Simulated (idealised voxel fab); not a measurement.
Proc. module: voxel spacer lines
Cross-section cut spans 230 nm and uses square cells 5 nm in size.
We lay out every cross-section as a grid of square cells and spell it out in bands from the top down, where one band means one or more rows of cells. Per band: top height and bottom height in nm, followed by the left-to-right materials and their widths in nm; "everywhere" marks a single material spanning edge to edge, "air" marks empty space. We count height from 0. Below that, the starting wafer is all one material. The lowest band never ends at the bottom but goes on down; see "0 down" for how that is written. The notation "30->40" denotes a width that varies across the rows of cells in the band, beginning at the first number in the top row, finishing at the second number in the bottom row, and changing by an identical amount from each row to the next. Key: "stayed the same" - step with no changed cell in the cross-section. Empty spaces counting at least 8 cells and having no open way to the top are listed in "Closed void register". The notation width x height at distance is used for each, the distance being from the left edge and all three values in nm. The remark found on a step's line after its settings is issued by the simulator itself and pertains to that step. Steps that use a mask can have "overlay nm" on their line. It says how far the mask sat to the right of where it was meant to be. Negative means to the left.

### The steps planned for the process are as follows
1) op RECEIVE | material Si
2) op CONFORMAL_DEP | material SiO2 | thk nm 5
3) op DIRECTIONAL_DEP | material polySi | thk nm 10
4) op DIRECTIONAL_DEP | material aC | thk nm 20
5) op PATTERN | tone cover | mask id MANDREL | material resist | width nm 20 | pitch nm 70 | thk nm 25 | overlay nm 0
6) op DIRECTIONAL_ETCH | etch materials aC | depth nm 20
7) op STRIP | etch materials resist
8) op CONFORMAL_DEP | material SiN | thk nm 15
9) op DIRECTIONAL_ETCH | etch materials SiN | depth nm 15
10) op STRIP | etch materials aC
11) op DIRECTIONAL_ETCH | etch materials polySi | depth nm 10
12) op STRIP | etch materials SiN
13) op FILL_DEP | material lowk | thk nm 10
14) op CMP | height nm 15

### Shown in cross-section is the wafer as received, that is, as it stands after step 1
    0 down = Si everywhere
    Closed void register: none

### First wafer of two, sectioned at end of module; run went per plan
    15 to 5 = lowk 55 nm / polySi 15 nm / lowk 20 nm / polySi 15 nm / lowk 20 nm / polySi 15 nm / lowk 20 nm / polySi 15 nm / lowk 55 nm
    5 to 0 = SiO2 everywhere
    0 down = Si everywhere
    Closed void register: none

### Now the second wafer, cross-sectioned at the end of the module. Nothing different at the start, nothing different in the plan compared with the first, just one mistake when it was actually run
    15 to 10 = lowk everywhere
    10 to 5 = lowk 55 nm / polySi 15 nm / lowk 20 nm / polySi 15 nm / lowk 20 nm / polySi 15 nm / lowk 20 nm / polySi 15 nm / lowk 55 nm
    5 to 0 = SiO2 everywhere
    0 down = Si everywhere
    Closed void register: none
What was done differently from what was planned? contrary to plan, step 3 was performed as op DIRECTIONAL_DEP | material polySi | thk nm 5
The closing comparison, in cells, has the second wafer with more or fewer of some materials than the first: 12 more of lowk; 12 fewer of polySi
